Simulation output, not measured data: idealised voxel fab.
Process module name: voxel ribs on slabs
Square cells of 5 nm make up the cross-section cut, whose width is 250 nm.
Cross-section, as written here: a square-cell grid given band by band from the top down, where a band holds one or more rows of cells. Within each band entry, the heights of the top and of the bottom of the band appear first, in that order and in nm; the materials of the band then follow from left to right, each with its corresponding width in nm. The designation "everywhere" on a single material indicates that it fills the band from edge to edge; the designation "empty" indicates empty space. Heights are measured from 0, the level below which the as-received wafer is all one material; the lowest band has no bottom and continues downward, written as in "z 0 and below". It should be noted that a width expressed as "30..40" varies in equal increments from row to row of cells within the band, taking the value of the first number at the top row and that of the second number at the bottom row. Basically "no alteration" means that step didn't change any cell in the cross-section. Enclosed empty spaces: empty space of 8 cells or more with no open way to the top, each as width x height at its distance from the left edge, in nm. Anything after a step's settings on that line? It's the simulator's own note about the step. overlay nm: right-of-plan distance of the mask on a masked step; negative values mean left-of-plan.
**Here's what the planned process steps look like**
1: RECEIVE: material Si
2: DIRECTIONAL_DEP: material SiO2, thk nm 25
3: DIRECTIONAL_DEP: material SiN, thk nm 5
4: MASKED_ETCH: tone cover, mask id RIB, width nm 20, etch materials SiN, depth nm 10, overlay nm 0
5: MASKED_ETCH: tone cover, mask id SLAB, width nm 60, etch materials SiN, depth nm 5, overlay nm 0
6: FILL_DEP: material SiO2, thk nm 20
7: CMP: height nm 50
8: DIRECTIONAL_DEP: material TiN, thk nm 5
9: MASKED_ETCH: tone cover, mask id HEATER, width nm 30, etch materials TiN, depth nm 5, overlay nm 0
10: CONFORMAL_DEP: material SiO2, thk nm 5
Same starting wafers, different thk nm at step 3. Plan value belongs to the first wafer.
**Received condition of the first of several wafers, sectioned: post-step 1**
> z 0 and below | Si everywhere
> Enclosed empty spaces: none
**So in this table every wafer gets its own row, and what you see is where it stands at the end of the module: for each material, how many cells it picked up (+) or gave up (-) since we received it, and after that its closed voids**
thk nm 5, +4 SiN, +548 SiO2, +6 TiN, Enclosed empty spaces: none
thk nm 10, +8 SiN, +544 SiO2, +6 TiN, Enclosed empty spaces: none
thk nm 15, +20 SiN, +532 SiO2, +6 TiN, Enclosed empty spaces: none
thk nm 20, +70 SiN, +482 SiO2, +6 TiN, Enclosed empty spaces: none
thk nm 25, +120 SiN, +432 SiO2, +6 TiN, Enclosed empty spaces: none
thk nm 30, +166 SiN, +386 SiO2, +6 TiN, Enclosed empty spaces: none
